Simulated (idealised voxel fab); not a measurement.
Proc. module: voxel transistor to metal
Cross-sectional view cut (width: 200 nm; square cell size: 5 nm).
Just so we're on the same page, the cross-sections are grids of square cells, and they're listed out in bands top to bottom, each band one or more rows deep. Heads up on the band format: heights come first, top then bottom, in nm. After that it's the materials left to right, each with its width in nm. A single material flagged "edge to edge" fills the whole band edge to edge, and "blank" means there's empty space there. Ref level 0: as-received wafer is one material below here. Bottom band extends down with no lower bound ("0 nm and below"). Per-row width for "30..40": begins at first number (top row of band), ends at second number (bottom row), increment between rows held constant. Step note "all unchanged" = no cross-section cell changed. The entry "Sealed internal cavities" lists the empty spaces that cover at least 8 cells and have no open path to the top. Each is written as width x height at distance, where the distance is measured from the left edge and all three values are in nm. What comes after the settings on a step's line is commentary from the simulator itself on that step. "overlay nm" denotes, for a step that has a mask, the displacement of the mask to the right of its planned place, with negative values corresponding to the left. Quick note on how to read the rest: it's all pairs. You get the cross-section before a process step and the one after, but the after one only goes down as far as the lowest band that changed. The step in between, with its settings, sits under the pair. Heads up, the pairs can come from different runs of this module on the same starting wafer, so don't assume a pair picks up from the one above unless its "State before" entry says it does.
## State before
* 35 nm to 20 nm | blank: 90, then SiCN: 20, then blank: 90
* 20 nm to 0 nm | blank: 90, then polySi: 20, then blank: 90
* 0 nm to -5 nm | SiO2 edge to edge
* -5 nm to -35 nm | SiO2: 60, then Si: 85, then SiO2: 55
* -35 nm and below | Si edge to edge
* Sealed internal cavities: none
## after
* 40 nm to 35 nm | blank: 85, then SiO2: 30, then blank: 85
* 35 nm to 20 nm | blank: 85, then SiO2: 5, then SiCN: 20, then SiO2: 5, then blank: 85
* 20 nm to 5 nm | blank: 85, then SiO2: 5, then polySi: 20, then SiO2: 5, then blank: 85
* 5 nm to 0 nm | SiO2: 90, then polySi: 20, then SiO2: 90
* Everything under 0 stays put, no change at all.
* Sealed internal cavities: none
What was done to get from the before section above to the after section? CONFORMAL_DEP, material SiO2, thk nm 5
State before: This step starts from the configuration shown after the step in the pair immediately above.
## after
* 35 nm to 20 nm | blank: 85, then SiO2: 5, then SiCN: 20, then SiO2: 5, then blank: 85
* 20 nm to 0 nm | blank: 85, then SiO2: 5, then polySi: 20, then SiO2: 5, then blank: 85
* Everything under 0 stays put, no change at all.
* Sealed internal cavities: none
What was done to get from the before section above to the after section? DIRECTIONAL_ETCH, etch materials SiO2, depth nm 5
State before: This step starts from the configuration shown after the step in the pair immediately above.
## after
* 40 nm to 35 nm | blank: 80, then SiN: 40, then blank: 80
* 35 nm to 20 nm | blank: 80, then SiN: 5, then SiO2: 5, then SiCN: 20, then SiO2: 5, then SiN: 5, then blank: 80
* 20 nm to 5 nm | blank: 80, then SiN: 5, then SiO2: 5, then polySi: 20, then SiO2: 5, then SiN: 5, then blank: 80
* 5 nm to 0 nm | SiN: 85, then SiO2: 5, then polySi: 20, then SiO2: 5, then SiN: 85
* Everything under 0 stays put, no change at all.
* Sealed internal cavities: none
What was done to get from the before section above to the after section? CONFORMAL_DEP, material SiN, thk nm 5
State before: This step starts from the configuration shown after the step in the pair immediately above.
## after
* 35 nm to 20 nm | blank: 80, then SiN: 5, then SiO2: 5, then SiCN: 20, then SiO2: 5, then SiN: 5, then blank: 80
* 20 nm to 0 nm | blank: 80, then SiN: 5, then SiO2: 5, then polySi: 20, then SiO2: 5, then SiN: 5, then blank: 80
* Everything under 0 stays put, no change at all.
* Sealed internal cavities: none
What was done to get from the before section above to the after section? DIRECTIONAL_ETCH, etch materials SiN, depth nm 5
State before: This step starts from the configuration shown after the step in the pair immediately above.
## after
* 35 nm to 30 nm | blank: 80, then SiN: 5, then blank: 5, then SiCN: 20, then blank: 5, then SiN: 5, then blank: 80
* 30 nm to 20 nm | blank: 80, then SiN: 5, then SiO2: 5, then SiCN: 20, then SiO2: 5, then SiN: 5, then blank: 80
* 20 nm to 0 nm | blank: 80, then SiN: 5, then SiO2: 5, then polySi: 20, then SiO2: 5, then SiN: 5, then blank: 80
* 0 nm to -5 nm | blank: 80, then SiO2: 40, then blank: 80
* Everything under -5 stays put, no change at all.
* Sealed internal cavities: none
What was done to get from the before section above to the after section? DIRECTIONAL_ETCH, etch materials SiO2, depth nm 5
State before: This step starts from the configuration shown after the step in the pair immediately above.
## after
* 35 nm to 30 nm | blank: 80, then SiN: 5, then blank: 5, then SiCN: 20, then blank: 5, then SiN: 5, then blank: 80
* 30 nm to 20 nm | blank: 80, then SiN: 5, then SiO2: 5, then SiCN: 20, then SiO2: 5, then SiN: 5, then blank: 80
* 20 nm to 0 nm | blank: 80, then SiN: 5, then SiO2: 5, then polySi: 20, then SiO2: 5, then SiN: 5, then blank: 80
* 0 nm to -5 nm | blank: 80, then SiO2: 40, then blank: 80
* -5 nm to -15 nm | SiO2: 60, then blank: 20, then Si: 40, then blank: 25, then SiO2: 55
* Everything under -15 stays put, no change at all.
* Sealed internal cavities: none
What was done to get from the before section above to the after section? DIRECTIONAL_ETCH, etch materials Si, depth nm 10
State before: This step starts from the configuration shown after the step in the pair immediately above.
## after
* 35 nm to 30 nm | blank: 80, then SiN: 5, then blank: 5, then SiCN: 20, then blank: 5, then SiN: 5, then blank: 80
* 30 nm to 20 nm | blank: 80, then SiN: 5, then SiO2: 5, then SiCN: 20, then SiO2: 5, then SiN: 5, then blank: 80
* 20 nm to 10 nm | blank: 80, then SiN: 5, then SiO2: 5, then polySi: 20, then SiO2: 5, then SiN: 5, then blank: 80
* 10 nm to 0 nm | blank: 65, then pSi: 15, then SiN: 5, then SiO2: 5, then polySi: 20, then SiO2: 5, then SiN: 5, then pSi: 15, then blank: 65
* 0 nm to -5 nm | blank: 55, then pSi: 25, then SiO2: 40, then pSi: 30, then blank: 50
* -5 nm to -15 nm | SiO2: 60, then pSi: 20, then Si: 40, then pSi: 25, then SiO2: 55
* Everything under -15 stays put, no change at all.
* Sealed internal cavities: none
What was done to get from the before section above to the after section? EPI, material pSi, thk nm 15
State before: This step starts from the configuration shown after the step in the pair immediately above.
## after
* 40 nm to 35 nm | SiO2 edge to edge
* 35 nm to 20 nm | SiO2: 80, then SiN: 5, then SiO2: 5, then SiCN: 20, then SiO2: 5, then SiN: 5, then SiO2: 80
* 20 nm to 10 nm | SiO2: 80, then SiN: 5, then SiO2: 5, then polySi: 20, then SiO2: 5, then SiN: 5, then SiO2: 80
* 10 nm to 0 nm | SiO2: 65, then pSi: 15, then SiN: 5, then SiO2: 5, then polySi: 20, then SiO2: 5, then SiN: 5, then pSi: 15, then SiO2: 65
* 0 nm to -5 nm | SiO2: 55, then pSi: 25, then SiO2: 40, then pSi: 30, then SiO2: 50
* Everything under -5 stays put, no change at all.
* Sealed internal cavities: none
What was done to get from the before section above to the after section? FILL_DEP, material SiO2, thk nm 5
State before: This step starts from the configuration shown after the step in the pair immediately above.
## after
* 35 nm to 20 nm | SiO2: 80, then SiN: 5, then SiO2: 5, then SiCN: 20, then SiO2: 5, then SiN: 5, then SiO2: 80
* Everything under 20 stays put, no change at all.
* Sealed internal cavities: none
What was done to get from the before section above to the after section? CMP, height nm 35
State before: This step starts from the configuration shown after the step in the pair immediately above.
## after
* 45 nm to 35 nm | SiO2 edge to edge
* Everything under 35 stays put, no change at all.
* Sealed internal cavities: none
What was done to get from the before section above to the after section? DIRECTIONAL_DEP, material SiO2, thk nm 10
State before: This step starts from the configuration shown after the step in the pair immediately above.
## after
* 60 nm to 45 nm | aC edge to edge
* Everything under 45 stays put, no change at all.
* Sealed internal cavities: none
What was done to get from the before section above to the after section? DIRECTIONAL_DEP, material aC, thk nm 15
State before: This step starts from the configuration shown after the step in the pair immediately above.
## after
* 90 nm to 60 nm | resist: 55, then blank: 30, then resist: 30, then blank: 30, then resist: 55
* Everything under 60 stays put, no change at all.
* Sealed internal cavities: none
What was done to get from the before section above to the after section? PATTERN, tone open, mask id CONTACT, material resist, width nm 30, pitch nm 60, thk nm 30, overlay nm 0
State before: This step starts from the configuration shown after the step in the pair immediately above.
## after
* 75 nm to 60 nm | resist: 55, then blank: 30, then resist: 30, then blank: 30, then resist: 55
* 60 nm to 45 nm | aC: 55, then blank: 30, then aC: 30, then blank: 30, then aC: 55
* Everything under 45 stays put, no change at all.
* Sealed internal cavities: none
What was done to get from the before section above to the after section? DIRECTIONAL_ETCH, etch materials aC, depth nm 15
State before: This step starts from the configuration shown after the step in the pair immediately above.
## after
* 60 nm to 45 nm | aC: 55, then blank: 30, then aC: 30, then blank: 30, then aC: 55
* Everything under 45 stays put, no change at all.
* Sealed internal cavities: none
What was done to get from the before section above to the after section? STRIP, etch materials resist
State before: This step starts from the configuration shown after the step in the pair immediately above.
## after
* 60 nm to 45 nm | aC: 55, then blank: 30, then aC: 30, then blank: 30, then aC: 55
* 45 nm to 35 nm | SiO2: 55, then blank: 30, then SiO2: 30, then blank: 30, then SiO2: 55
* 35 nm to 20 nm | SiO2: 55, then blank: 25, then SiN: 5, then SiO2: 5, then SiCN: 20, then SiO2: 5, then SiN: 5, then blank: 25, then SiO2: 55
* 20 nm to 10 nm | SiO2: 55, then blank: 25, then SiN: 5, then SiO2: 5, then polySi: 20, then SiO2: 5, then SiN: 5, then blank: 25, then SiO2: 55
* 10 nm to 0 nm | SiO2: 55, then blank: 10, then pSi: 15, then SiN: 5, then SiO2: 5, then polySi: 20, then SiO2: 5, then SiN: 5, then pSi: 15, then blank: 10, then SiO2: 55
* Everything under 0 stays put, no change at all.
* Sealed internal cavities: none
What was done to get from the before section above to the after section? DIRECTIONAL_ETCH, etch materials SiO2, depth nm 45
State before: This step starts from the configuration shown after the step in the pair immediately above.
## after
* 45 nm to 35 nm | SiO2: 55, then blank: 30, then SiO2: 30, then blank: 30, then SiO2: 55
* Everything under 35 stays put, no change at all.
* Sealed internal cavities: none
What was done to get from the before section above to the after section? STRIP, etch materials aC
State before: This step starts from the configuration shown after the step in the pair immediately above.
## after
* 50 nm to 45 nm | TiN: 60, then blank: 20, then TiN: 40, then blank: 20, then TiN: 60
* 45 nm to 35 nm | SiO2: 55, then TiN: 5, then blank: 20..15, then TiN: 5..10, then SiO2: 30, then TiN: 5..10, then blank: 20..15, then TiN: 5, then SiO2: 55
* 35 nm to 20 nm | SiO2: 55, then TiN: 5, then blank: 15, then TiN: 5, then SiN: 5, then SiO2: 5, then SiCN: 20, then SiO2: 5, then SiN: 5, then TiN: 5, then blank: 15, then TiN: 5, then SiO2: 55
* 20 nm to 15 nm | SiO2: 55, then TiN: 5, then blank: 15, then TiN: 5, then SiN: 5, then SiO2: 5, then polySi: 20, then SiO2: 5, then SiN: 5, then TiN: 5, then blank: 15, then TiN: 5, then SiO2: 55
* 15 nm to 10 nm | SiO2: 55, then TiN: 25, then SiN: 5, then SiO2: 5, then polySi: 20, then SiO2: 5, then SiN: 5, then TiN: 25, then SiO2: 55
* 10 nm to 0 nm | SiO2: 55, then TiN: 10, then pSi: 15, then SiN: 5, then SiO2: 5, then polySi: 20, then SiO2: 5, then SiN: 5, then pSi: 15, then TiN: 10, then SiO2: 55
* Everything under 0 stays put, no change at all.
* Sealed internal cavities: none
What was done to get from the before section above to the after section? CONFORMAL_DEP, material TiN, thk nm 5
State before: This step starts from the configuration shown after the step in the pair immediately above.
## after
* 60 nm to 50 nm | Ru edge to edge
* 50 nm to 45 nm | TiN: 60, then Ru: 20, then TiN: 40, then Ru: 20, then TiN: 60
* 45 nm to 35 nm | SiO2: 55, then TiN: 5, then Ru: 20..15, then TiN: 5..10, then SiO2: 30, then TiN: 5..10, then Ru: 20..15, then TiN: 5, then SiO2: 55
* 35 nm to 20 nm | SiO2: 55, then TiN: 5, then Ru: 15, then TiN: 5, then SiN: 5, then SiO2: 5, then SiCN: 20, then SiO2: 5, then SiN: 5, then TiN: 5, then Ru: 15, then TiN: 5, then SiO2: 55
* 20 nm to 15 nm | SiO2: 55, then TiN: 5, then Ru: 15, then TiN: 5, then SiN: 5, then SiO2: 5, then polySi: 20, then SiO2: 5, then SiN: 5, then TiN: 5, then Ru: 15, then TiN: 5, then SiO2: 55
* Everything under 15 stays put, no change at all.
* Sealed internal cavities: none
What was done to get from the before section above to the after section? FILL_DEP, material Ru, thk nm 10
State before: This step starts from the configuration shown after the step in the pair immediately above.
## after
* 45 nm to 35 nm | SiO2: 55, then TiN: 5, then Ru: 20..15, then TiN: 5..10, then SiO2: 30, then TiN: 5..10, then Ru: 20..15, then TiN: 5, then SiO2: 55
* Everything under 35 stays put, no change at all.
* Sealed internal cavities: none
What was done to get from the before section above to the after section? CMP, height nm 45
State before: This step starts from the configuration shown after the step in the pair immediately above.
## after
* 50 nm to 45 nm | TiN edge to edge
* Everything under 45 stays put, no change at all.
* Sealed internal cavities: none
What was done to get from the before section above to the after section? DIRECTIONAL_DEP, material TiN, thk nm 5
State before: This step starts from the configuration shown after the step in the pair immediately above.
## after
* 65 nm to 50 nm | W edge to edge
* Everything under 50 stays put, no change at all.
* Sealed internal cavities: none
What was done to get from the before section above to the after section? DIRECTIONAL_DEP, material W, thk nm 15
State before: This step starts from the configuration shown after the step in the pair immediately above.
## after
* 80 nm to 65 nm | blank: 55, then resist: 20, then blank: 50, then resist: 20, then blank: 55
* Everything under 65 stays put, no change at all.
* Sealed internal cavities: none
What was done to get from the before section above to the after section? PATTERN, tone cover, mask id METAL_1, material resist, width nm 20, pitch nm 70, thk nm 15, overlay nm 0
State before: This step starts from the configuration shown after the step in the pair immediately above.
## after
* 80 nm to 65 nm | blank: 55, then resist: 20, then blank: 50, then resist: 20, then blank: 55
* 65 nm to 50 nm | blank: 55, then W: 20, then blank: 50, then W: 20, then blank: 55
* Everything under 50 stays put, no change at all.
* Sealed internal cavities: none
What was done to get from the before section above to the after section? DIRECTIONAL_ETCH, etch materials W, depth nm 15
State before: This step starts from the configuration shown after the step in the pair immediately above.
## after
* 80 nm to 65 nm | blank: 55, then resist: 20, then blank: 50, then resist: 20, then blank: 55
* 65 nm to 50 nm | blank: 55, then W: 20, then blank: 50, then W: 20, then blank: 55
* 50 nm to 45 nm | blank: 55, then TiN: 20, then blank: 50, then TiN: 20, then blank: 55
* Everything under 45 stays put, no change at all.
* Sealed internal cavities: none
What was done to get from the before section above to the after section? DIRECTIONAL_ETCH, etch materials TiN, depth nm 5
State before: This step starts from the configuration shown after the step in the pair immediately above.
## after
* 65 nm to 50 nm | blank: 55, then W: 20, then blank: 50, then W: 20, then blank: 55
* Everything under 50 stays put, no change at all.
* Sealed internal cavities: none
What was done to get from the before section above to the after section? STRIP, etch materials resist
State before: This step starts from the configuration shown after the step in the pair immediately above.
## after
* 70 nm to 65 nm | lowk edge to edge
* 65 nm to 50 nm | lowk: 55, then W: 20, then lowk: 50, then W: 20, then lowk: 55
* 50 nm to 45 nm | lowk: 55, then TiN: 20, then lowk: 50, then TiN: 20, then lowk: 55
* Everything under 45 stays put, no change at all.
* Sealed internal cavities: none
What was done to get from the before section above to the after section? FILL_DEP, material lowk, thk nm 5
State before: This step starts from the configuration shown after the step in the pair immediately above.
## after
* 65 nm to 50 nm | lowk: 55, then W: 20, then lowk: 50, then W: 20, then lowk: 55
* Everything under 50 stays put, no change at all.
* Sealed internal cavities: none
What was done to get from the before section above to the after section? CMP, height nm 65
State before: This step starts from the configuration shown after the step in the pair immediately above.
## after
* 70 nm to 65 nm | SiCN edge to edge
* Everything under 65 stays put, no change at all.
* Sealed internal cavities: none
What was done to get from the before section above to the after section? CONFORMAL_DEP, material SiCN, thk nm 5
State before: This step starts from the configuration shown after the step in the pair immediately above.
## after
* 100 nm to 70 nm | lowk edge to edge
* Everything under 70 stays put, no change at all.
* Sealed internal cavities: none
What was done to get from the before section above to the after section? DIRECTIONAL_DEP, material lowk, thk nm 30
State before: This step starts from the configuration shown after the step in the pair immediately above.
## after
* 100 nm to 70 nm | lowk: 55, then blank: 15, then lowk: 55, then blank: 15, then lowk: 60
* Everything under 70 stays put, no change at all.
* Sealed internal cavities: none
What was done to get from the before section above to the after section? MASKED_ETCH, tone open, mask id METAL_2_HOLES, width nm 15, pitch nm 70, etch materials lowk, depth nm 30, overlay nm 0
State before: This step starts from the configuration shown after the step in the pair immediately above.
## after
* 100 nm to 80 nm | lowk: 55, then blank: 20, then lowk: 50, then blank: 20, then lowk: 55
* Everything under 80 stays put, no change at all.
* Sealed internal cavities: none
What was done to get from the before section above to the after section? MASKED_ETCH, tone open, mask id METAL_2, width nm 20, pitch nm 70, etch materials lowk, depth nm 20, overlay nm 0
State before: This step starts from the configuration shown after the step in the pair immediately above.
## after
* 100 nm to 80 nm | lowk: 55, then blank: 20, then lowk: 50, then blank: 20, then lowk: 55
* 80 nm to 70 nm | lowk: 55, then blank: 15, then lowk: 55, then blank: 15, then lowk: 60
* 70 nm to 65 nm | SiCN: 55, then blank: 15, then SiCN: 55, then blank: 15, then SiCN: 60
* Everything under 65 stays put, no change at all.
* Sealed internal cavities: none
What was done to get from the before section above to the after section? MASKED_ETCH, tone open, mask id METAL_2, width nm 20, pitch nm 70, etch materials SiCN, depth nm 5, overlay nm 0
State before: This step starts from the configuration shown after the step in the pair immediately above.
## after
* 105 nm to 100 nm | TiN: 60, then blank: 10, then TiN: 60, then blank: 10, then TiN: 60
* 100 nm to 85 nm | lowk: 55, then TiN: 5, then blank: 10, then TiN: 5, then lowk: 50, then TiN: 5, then blank: 10, then TiN: 5, then lowk: 55
* 85 nm to 80 nm | lowk: 55, then TiN: 5, then blank: 5, then TiN: 10, then lowk: 50, then TiN: 5, then blank: 5, then TiN: 10, then lowk: 55
* 80 nm to 70 nm | lowk: 55, then TiN: 5, then blank: 5, then TiN: 5, then lowk: 55, then TiN: 5, then blank: 5, then TiN: 5, then lowk: 60
* 70 nm to 65 nm | SiCN: 55, then TiN: 15, then SiCN: 55, then TiN: 15, then SiCN: 60
* Everything under 65 stays put, no change at all.
* Sealed internal cavities: none
What was done to get from the before section above to the after section? CONFORMAL_DEP, material TiN, thk nm 5
State before: This step starts from the configuration shown after the step in the pair immediately above.
## after
* 110 nm to 105 nm | Ru edge to edge
* 105 nm to 100 nm | TiN: 60, then Ru: 10, then TiN: 60, then Ru: 10, then TiN: 60
* 100 nm to 85 nm | lowk: 55, then TiN: 5, then Ru: 10, then TiN: 5, then lowk: 50, then TiN: 5, then Ru: 10, then TiN: 5, then lowk: 55
* 85 nm to 80 nm | lowk: 55, then TiN: 5, then Ru: 5, then TiN: 10, then lowk: 50, then TiN: 5, then Ru: 5, then TiN: 10, then lowk: 55
* 80 nm to 70 nm | lowk: 55, then TiN: 5, then Ru: 5, then TiN: 5, then lowk: 55, then TiN: 5, then Ru: 5, then TiN: 5, then lowk: 60
* Everything under 70 stays put, no change at all.
* Sealed internal cavities: none
What was done to get from the before section above to the after section? FILL_DEP, material Ru, thk nm 5
State before: This step starts from the configuration shown after the step in the pair immediately above.
## after
* 100 nm to 85 nm | lowk: 55, then TiN: 5, then Ru: 10, then TiN: 5, then lowk: 50, then TiN: 5, then Ru: 10, then TiN: 5, then lowk: 55
* Everything under 85 stays put, no change at all.
* Sealed internal cavities: none
What was done to get from the before section above to the after section? CMP, height nm 100
State before: This step starts from the configuration shown after the step in the pair immediately above.
## after
* 105 nm to 100 nm | SiN edge to edge
* Everything under 100 stays put, no change at all.
* Sealed internal cavities: none
What was done to get from the before section above to the after section? CONFORMAL_DEP, material SiN, thk nm 5
## State before
* 20 nm to 5 nm | SiN edge to edge
* 5 nm to 0 nm | SiO2 edge to edge
* 0 nm and below | Si edge to edge
* Sealed internal cavities: none
## after
* 35 nm to 20 nm | blank: 40, then resist: 100, then blank: 60
* Everything under 20 stays put, no change at all.
* Sealed internal cavities: none
What was done to get from the before section above to the after section? PATTERN, tone cover, mask id ACTIVE, material resist, width nm 100, thk nm 15, overlay nm -10
State before: This step starts from the configuration shown after the step in the pair immediately above.
## after
* 35 nm to 20 nm | blank: 40, then resist: 100, then blank: 60
* 20 nm to 5 nm | blank: 40, then SiN: 100, then blank: 60
* Everything under 5 stays put, no change at all.
* Sealed internal cavities: none
What was done to get from the before section above to the after section? DIRECTIONAL_ETCH, etch materials SiN, depth nm 15
State before: This step starts from the configuration shown after the step in the pair immediately above.
## after
* 35 nm to 20 nm | blank: 40, then resist: 100, then blank: 60
* 20 nm to 5 nm | blank: 40, then SiN: 100, then blank: 60
* 5 nm to 0 nm | blank: 40, then SiO2: 100, then blank: 60
* Everything under 0 stays put, no change at all.
* Sealed internal cavities: none
What was done to get from the before section above to the after section? DIRECTIONAL_ETCH, etch materials SiO2, depth nm 5
State before: This step starts from the configuration shown after the step in the pair immediately above.
## after
* 35 nm to 20 nm | blank: 40, then resist: 100, then blank: 60
* 20 nm to 5 nm | blank: 40, then SiN: 100, then blank: 60
* 5 nm to 0 nm | blank: 40, then SiO2: 100, then blank: 60
* 0 nm to -30 nm | blank: 40, then Si: 100, then blank: 60
* Everything under -30 stays put, no change at all.
* Sealed internal cavities: none
What was done to get from the before section above to the after section? DIRECTIONAL_ETCH, etch materials Si, depth nm 30
State before: This step starts from the configuration shown after the step in the pair immediately above.
## after
* 20 nm to 5 nm | blank: 40, then SiN: 100, then blank: 60
* Everything under 5 stays put, no change at all.
* Sealed internal cavities: none
What was done to get from the before section above to the after section? STRIP, etch materials resist
State before: This step starts from the configuration shown after the step in the pair immediately above.
## after
* 20 nm to 5 nm | blank: 40, then SiN: 100, then blank: 60
* 5 nm to 0 nm | blank: 40, then SiO2: 100, then blank: 60
* 0 nm to -30 nm | blank: 40, then SiO2: 5, then Si: 90, then SiO2: 5, then blank: 60
* -30 nm to -35 nm | SiO2: 45, then Si: 90, then SiO2: 65
* Everything under -35 stays put, no change at all.
* Sealed internal cavities: none
What was done to get from the before section above to the after section? OXIDIZE, depth nm 5
State before: This step starts from the configuration shown after the step in the pair immediately above.
## after
* 25 nm to 20 nm | SiO2 edge to edge
* 20 nm to 5 nm | SiO2: 40, then SiN: 100, then SiO2: 60
* 5 nm to 0 nm | SiO2 edge to edge
* 0 nm to -35 nm | SiO2: 45, then Si: 90, then SiO2: 65
* Everything under -35 stays put, no change at all.
* Sealed internal cavities: none
What was done to get from the before section above to the after section? FILL_DEP, material SiO2, thk nm 5
State before: This step starts from the configuration shown after the step in the pair immediately above.
## after
* 20 nm to 5 nm | SiO2: 40, then SiN: 100, then SiO2: 60
* Everything under 5 stays put, no change at all.
* Sealed internal cavities: none
What was done to get from the before section above to the after section? CMP, height nm 20
State before: This step starts from the configuration shown after the step in the pair immediately above.
## after
* 20 nm to 5 nm | blank: 40, then SiN: 100, then blank: 60
* Everything under 5 stays put, no change at all.
* Sealed internal cavities: none
What was done to get from the before section above to the after section? SELECTIVE_ETCH, etch materials SiO2, depth nm 15
State before: This step starts from the configuration shown after the step in the pair immediately above.
## after
* 5 nm to 0 nm | SiO2 edge to edge
* Everything under 0 stays put, no change at all.
* Sealed internal cavities: none
What was done to get from the before section above to the after section? STRIP, etch materials SiN
State before: This step starts from the configuration shown after the step in the pair immediately above.
## after
* 0 nm to -35 nm | SiO2: 45, then Si: 90, then SiO2: 65
* Everything under -35 stays put, no change at all.
* Sealed internal cavities: none
What was done to get from the before section above to the after section? SELECTIVE_ETCH, etch materials SiO2, depth nm 5
State before: This step starts from the configuration shown after the step in the pair immediately above.
## after
* 0 nm to -5 nm | SiO2 edge to edge
* Everything under -5 stays put, no change at all.
* Sealed internal cavities: none
What was done to get from the before section above to the after section? OXIDIZE, depth nm 5
State before: This step starts from the configuration shown after the step in the pair immediately above.
## after
* 20 nm to 0 nm | polySi edge to edge
* Everything under 0 stays put, no change at all.
* Sealed internal cavities: none
What was done to get from the before section above to the after section? DIRECTIONAL_DEP, material polySi, thk nm 20
State before: This step starts from the configuration shown after the step in the pair immediately above.
## after
* 35 nm to 20 nm | SiCN edge to edge
* Everything under 20 stays put, no change at all.
* Sealed internal cavities: none
What was done to get from the before section above to the after section? DIRECTIONAL_DEP, material SiCN, thk nm 15
State before: This step starts from the configuration shown after the step in the pair immediately above.
## after
* 55 nm to 35 nm | blank: 90, then resist: 20, then blank: 90
* Everything under 35 stays put, no change at all.
* Sealed internal cavities: none
What was done to get from the before section above to the after section? PATTERN, tone cover, mask id GATE, material resist, width nm 20, thk nm 20, overlay nm 0
State before: This step starts from the configuration shown after the step in the pair immediately above.
## after
* 55 nm to 35 nm | blank: 90, then resist: 20, then blank: 90
* 35 nm to 20 nm | blank: 90, then SiCN: 20, then blank: 90
* Everything under 20 stays put, no change at all.
* Sealed internal cavities: none
What was done to get from the before section above to the after section? DIRECTIONAL_ETCH, etch materials SiCN, depth nm 25
State before: This step starts from the configuration shown after the step in the pair immediately above.
## after
* 55 nm to 35 nm | blank: 90, then resist: 20, then blank: 90
* 35 nm to 20 nm | blank: 90, then SiCN: 20, then blank: 90
* 20 nm to 0 nm | blank: 90, then polySi: 20, then blank: 90
* Everything under 0 stays put, no change at all.
* Sealed internal cavities: none
What was done to get from the before section above to the after section? DIRECTIONAL_ETCH, etch materials polySi, depth nm 30
State before: This step starts from the configuration shown after the step in the pair immediately above.
## after
* 35 nm to 20 nm | blank: 90, then SiCN: 20, then blank: 90
* Everything under 20 stays put, no change at all.
* Sealed internal cavities: none
What was done to get from the before section above to the after section? STRIP, etch materials resist
State before: This step starts from the configuration shown after the step in the pair immediately above.
## after
* 40 nm to 35 nm | blank: 85, then SiO2: 30, then blank: 85
* 35 nm to 20 nm | blank: 85, then SiO2: 5, then SiCN: 20, then SiO2: 5, then blank: 85
* 20 nm to 5 nm | blank: 85, then SiO2: 5, then polySi: 20, then SiO2: 5, then blank: 85
* 5 nm to 0 nm | SiO2: 90, then polySi: 20, then SiO2: 90
* Everything under 0 stays put, no change at all.
* Sealed internal cavities: none
What was done to get from the before section above to the after section? CONFORMAL_DEP, material SiO2, thk nm 5
State before: This step starts from the configuration shown after the step in the pair immediately above.
## after
* 35 nm to 20 nm | blank: 85, then SiO2: 5, then SiCN: 20, then SiO2: 5, then blank: 85
* 20 nm to 0 nm | blank: 85, then SiO2: 5, then polySi: 20, then SiO2: 5, then blank: 85
* Everything under 0 stays put, no change at all.
* Sealed internal cavities: none
What was done to get from the before section above to the after section? DIRECTIONAL_ETCH, etch materials SiO2, depth nm 5
State before: This step starts from the configuration shown after the step in the pair immediately above.
## after
* 40 nm to 35 nm | blank: 80, then SiN: 40, then blank: 80
* 35 nm to 20 nm | blank: 80, then SiN: 5, then SiO2: 5, then SiCN: 20, then SiO2: 5, then SiN: 5, then blank: 80
* 20 nm to 5 nm | blank: 80, then SiN: 5, then SiO2: 5, then polySi: 20, then SiO2: 5, then SiN: 5, then blank: 80
* 5 nm to 0 nm | SiN: 85, then SiO2: 5, then polySi: 20, then SiO2: 5, then SiN: 85
* Everything under 0 stays put, no change at all.
* Sealed internal cavities: none
What was done to get from the before section above to the after section? CONFORMAL_DEP, material SiN, thk nm 5
State before: This step starts from the configuration shown after the step in the pair immediately above.
## after
* 35 nm to 20 nm | blank: 80, then SiN: 5, then SiO2: 5, then SiCN: 20, then SiO2: 5, then SiN: 5, then blank: 80
* 20 nm to 0 nm | blank: 80, then SiN: 5, then SiO2: 5, then polySi: 20, then SiO2: 5, then SiN: 5, then blank: 80
* Everything under 0 stays put, no change at all.
* Sealed internal cavities: none
What was done to get from the before section above to the after section? DIRECTIONAL_ETCH, etch materials SiN, depth nm 5
State before: This step starts from the configuration shown after the step in the pair immediately above.
## after
* 35 nm to 30 nm | blank: 80, then SiN: 5, then blank: 5, then SiCN: 20, then blank: 5, then SiN: 5, then blank: 80
* 30 nm to 20 nm | blank: 80, then SiN: 5, then SiO2: 5, then SiCN: 20, then SiO2: 5, then SiN: 5, then blank: 80
* 20 nm to 0 nm | blank: 80, then SiN: 5, then SiO2: 5, then polySi: 20, then SiO2: 5, then SiN: 5, then blank: 80
* 0 nm to -5 nm | blank: 80, then SiO2: 40, then blank: 80
* Everything under -5 stays put, no change at all.
* Sealed internal cavities: none
What was done to get from the before section above to the after section? DIRECTIONAL_ETCH, etch materials SiO2, depth nm 5
State before: This step starts from the configuration shown after the step in the pair immediately above.
## after
* 35 nm to 30 nm | blank: 80, then SiN: 5, then blank: 5, then SiCN: 20, then blank: 5, then SiN: 5, then blank: 80
* 30 nm to 20 nm | blank: 80, then SiN: 5, then SiO2: 5, then SiCN: 20, then SiO2: 5, then SiN: 5, then blank: 80
* 20 nm to 0 nm | blank: 80, then SiN: 5, then SiO2: 5, then polySi: 20, then SiO2: 5, then SiN: 5, then blank: 80
* 0 nm to -5 nm | blank: 80, then SiO2: 40, then blank: 80
* -5 nm to -15 nm | SiO2: 45, then blank: 35, then Si: 40, then blank: 15, then SiO2: 65
* Everything under -15 stays put, no change at all.
* Sealed internal cavities: none
What was done to get from the before section above to the after section? DIRECTIONAL_ETCH, etch materials Si, depth nm 10
State before: This step starts from the configuration shown after the step in the pair immediately above.
## after
* 35 nm to 30 nm | blank: 80, then SiN: 5, then blank: 5, then SiCN: 20, then blank: 5, then SiN: 5, then blank: 80
* 30 nm to 20 nm | blank: 80, then SiN: 5, then SiO2: 5, then SiCN: 20, then SiO2: 5, then SiN: 5, then blank: 80
* 20 nm to 10 nm | blank: 80, then SiN: 5, then SiO2: 5, then polySi: 20, then SiO2: 5, then SiN: 5, then blank: 80
* 10 nm to 0 nm | blank: 65, then pSi: 15, then SiN: 5, then SiO2: 5, then polySi: 20, then SiO2: 5, then SiN: 5, then pSi: 15, then blank: 65
* 0 nm to -5 nm | blank: 40, then pSi: 40, then SiO2: 40, then pSi: 20, then blank: 60
* -5 nm to -15 nm | SiO2: 45, then pSi: 35, then Si: 40, then pSi: 15, then SiO2: 65
* Everything under -15 stays put, no change at all.
* Sealed internal cavities: none
What was done to get from the before section above to the after section? EPI, material pSi, thk nm 15
